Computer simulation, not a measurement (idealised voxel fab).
process module | voxel released beams
cross-section cut | 255 nm wide | cells 5 nm
A cross-section is a grid of square cells, given in bands from the top down. A band is one or more rows of cells.
Each band's line starts with the height of the band's top and of its bottom, in nm. Then come its materials from left to right, each with its width in nm. One material with "throughout" fills the band from edge to edge. "air" is empty space.
Height 0 is the level under which the wafer as received is all one material. The lowest band goes on downwards, as in "0 down".
A width such as "30 to 40" changes by the same amount from each row of cells to the next, from the band's top row to its bottom row.
"no change" after a step means that no cell of the cross-section changed.
closed voids: empty space of 8 cells or more with no open way to the top, each as width x height at its distance from the left edge, in nm
after a step's settings: what the simulator itself notes on the step
overlay nm, on a step with a mask: how far to the right of its planned place the mask lay; to the left if negative
plan
1 op RECEIVE | material Si
2 op CONFORMAL_DEP | material SiN | thk nm 10
3 op DIRECTIONAL_DEP | material SiO2 | thk nm 15
4 op DIRECTIONAL_DEP | material aC | thk nm 15
5 op PATTERN | tone open | mask id ANCHOR | material resist | width nm 45 | thk nm 30 | overlay nm 0
6 op DIRECTIONAL_ETCH | etch materials aC | depth nm 15
7 op STRIP | etch materials resist
8 op DIRECTIONAL_ETCH | etch materials SiO2 | depth nm 15
9 op STRIP | etch materials aC
10 op CONFORMAL_DEP | material TiN | thk nm 15
11 op MASKED_ETCH | tone cover | mask id BEAM | width nm 95 | etch materials TiN | depth nm 15 | overlay nm 0
12 op STRIP | etch materials SiO2
as received, after step 1
  0 down: Si throughout
  closed voids: none
a wafer at the end: this start, this plan, one mistake
  40 to 25: air 70 | TiN 25 | air 15 | TiN 55 | air 90
  25 to 10: air 80 | TiN 45 | air 130
  10 to 0: SiN throughout
  0 down: Si throughout
  closed voids: none
what went wrong: step 11 ran as: op MASKED_ETCH | tone cover | mask id BEAM | width nm 95 | etch materials TiN | depth nm 15 | overlay nm -5
